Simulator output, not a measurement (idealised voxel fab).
process module | voxel transistor to metal
cross-section cut | 215 nm wide | cells 5 nm
A cross-section is a grid of square cells, given in bands from the top down. A band is one or more rows of cells.
Each band's line starts with the height of the band's top and of its bottom, in nm. Then come its materials from left to right, each with its width in nm. One material with "throughout" fills the band from edge to edge. "air" is empty space.
Height 0 is the level under which the wafer as received is all one material. The lowest band goes on downwards, as in "0 down".
A width such as "30 to 40" changes by the same amount from each row of cells to the next, from the band's top row to its bottom row.
"no change" after a step means that no cell of the cross-section changed.
closed voids: empty space of 8 cells or more with no open way to the top, each as width x height at its distance from the left edge, in nm
after a step's settings: what the simulator itself notes on the step
overlay nm, on a step with a mask: how far to the right of its planned place the mask lay; to the left if negative
plan
1 op RECEIVE | material Si
2 op OXIDIZE | depth nm 5
3 op CONFORMAL_DEP | material SiN | thk nm 10
4 op DIRECTIONAL_DEP | material aC | thk nm 15
5 op PATTERN | tone cover | mask id ACTIVE | material resist | width nm 115 | thk nm 30 | overlay nm 0
6 op DIRECTIONAL_ETCH | etch materials aC | depth nm 15
7 op STRIP | etch materials resist
8 op DIRECTIONAL_ETCH | etch materials SiN | depth nm 10
9 op DIRECTIONAL_ETCH | etch materials SiO2 | depth nm 5
10 op DIRECTIONAL_ETCH | etch materials Si | depth nm 25
11 op STRIP | etch materials aC
12 op FILL_DEP | material SiO2 | thk nm 10
13 op CMP | height nm 10
14 op SELECTIVE_ETCH | etch materials SiO2 | depth nm 10
15 op STRIP | etch materials SiN
16 op SELECTIVE_ETCH | etch materials SiO2 | depth nm 5
17 op OXIDIZE | depth nm 5
18 op DIRECTIONAL_DEP | material polySi | thk nm 25
19 op DIRECTIONAL_DEP | material SiCN | thk nm 15
20 op PATTERN | tone cover | mask id GATE | material resist | width nm 35 | thk nm 15 | overlay nm 0
21 op DIRECTIONAL_ETCH | etch materials SiCN | depth nm 25
22 op DIRECTIONAL_ETCH | etch materials polySi | depth nm 35
23 op STRIP | etch materials resist
24 op CONFORMAL_DEP | material SiO2 | thk nm 5
25 op DIRECTIONAL_ETCH | etch materials SiO2 | depth nm 5
26 op CONFORMAL_DEP | material SiN | thk nm 5
27 op DIRECTIONAL_ETCH | etch materials SiN | depth nm 5
28 op DIRECTIONAL_ETCH | etch materials SiO2 | depth nm 5
29 op EPI | material pSi | thk nm 5
30 op FILL_DEP | material SiO2 | thk nm 10
31 op CMP | height nm 20
32 op STRIP | etch materials polySi
33 op SELECTIVE_ETCH | etch materials SiO2 | depth nm 5
34 op CONFORMAL_DEP | material HfO2 | thk nm 5
35 op CONFORMAL_DEP | material TiN | thk nm 5
36 op FILL_DEP | material W | thk nm 10
37 op CMP | height nm 15
38 op DIRECTIONAL_DEP | material SiO2 | thk nm 15
39 op MASKED_ETCH | tone open | mask id CONTACT | width nm 15 | pitch nm 80 | etch materials SiO2 | depth nm 35 | overlay nm 0
40 op CONFORMAL_DEP | material TiN | thk nm 5
41 op FILL_DEP | material W | thk nm 5
42 op CMP | height nm 30
43 op CONFORMAL_DEP | material SiCN | thk nm 5
44 op DIRECTIONAL_DEP | material SiO2 | thk nm 20
45 op PATTERN | tone open | mask id METAL_1 | material resist | width nm 15 | pitch nm 80 | thk nm 15 | overlay nm 0
46 op DIRECTIONAL_ETCH | etch materials SiO2 | depth nm 20
47 op DIRECTIONAL_ETCH | etch materials SiCN | depth nm 5
48 op STRIP | etch materials resist
49 op CONFORMAL_DEP | material TiN | thk nm 5
50 op FILL_DEP | material Cu | thk nm 10
51 op CMP | height nm 55
52 op EPI | material Ru | thk nm 5
53 op FILL_DEP | material SiCN | thk nm 5
as received, after step 1
  0 down: Si throughout
  closed voids: none
first wafer at the end, as planned
  65 to 60: SiCN throughout
  60 to 55: SiCN 55 | Ru 25 | SiCN 55 | Ru 25 | SiCN 55
  55 to 35: SiO2 60 | TiN 5 | Cu 5 | TiN 5 | SiO2 65 | TiN 5 | Cu 5 | TiN 5 | SiO2 60
  35 to 30: SiCN 60 | TiN 15 | SiCN 65 | TiN 15 | SiCN 60
  30 to 15: SiO2 60 | TiN 5 | W 5 | TiN 5 | SiO2 65 | TiN 5 | W 5 | TiN 5 | SiO2 60
  15 to 0: SiO2 60 | TiN 5 | W 5 | TiN 5 | SiO2 5 | SiN 5 | HfO2 5 | TiN 5 | W 25 | TiN 5 | HfO2 5 | SiN 5 | SiO2 5 | TiN 5 | W 5 | TiN 5 | SiO2 60
  0 to -5: SiO2 60 | TiN 15 | SiO2 5 | SiN 5 | HfO2 5 | TiN 35 | HfO2 5 | SiN 5 | SiO2 5 | TiN 15 | SiO2 60
  -5 to -10: SiO2 45 | pSi 35 | SiO2 5 | HfO2 45 | SiO2 5 | pSi 35 | SiO2 45
  -10 to -30: SiO2 50 | Si 115 | SiO2 50
  -30 down: Si throughout
  closed voids: none
second wafer at the end: like start, like plan, one mistake
  65 to 60: SiCN throughout
  60 to 55: SiCN 55 | Ru 25 | SiCN 55 | Ru 25 | SiCN 55
  55 to 35: SiO2 60 | TiN 5 | Cu 5 | TiN 5 | SiO2 65 | TiN 5 | Cu 5 | TiN 5 | SiO2 60
  35 to 30: SiCN 60 | TiN 15 | SiCN 65 | TiN 15 | SiCN 60
  30 to 15: SiO2 60 | TiN 5 | W 5 | TiN 5 | SiO2 65 | TiN 5 | W 5 | TiN 5 | SiO2 60
  15 to 0: SiO2 60 | TiN 5 | W 5 | TiN 5 | SiO2 5 | SiN 5 | HfO2 5 | TiN 5 | W 25 | TiN 5 | HfO2 5 | SiN 5 | SiO2 5 | TiN 5 | W 5 | TiN 5 | SiO2 60
  0 to -5: SiO2 60 | TiN 15 | SiO2 5 | SiN 5 | HfO2 5 | TiN 35 | HfO2 5 | SiN 5 | SiO2 5 | TiN 15 | SiO2 60
  -5 to -10: SiO2 45 | pSi 35 | SiO2 5 | HfO2 45 | SiO2 5 | pSi 40 | SiO2 40
  -10 to -30: SiO2 50 | Si 120 | SiO2 45
  -30 down: Si throughout
  closed voids: none
what went wrong: step 5 ran as: op PATTERN | tone cover | mask id ACTIVE | material resist | width nm 120 | thk nm 30 | overlay nm 0
at the end the second wafer has, in cells: 4 more of Si | 5 fewer of SiO2 | 1 more of pSi
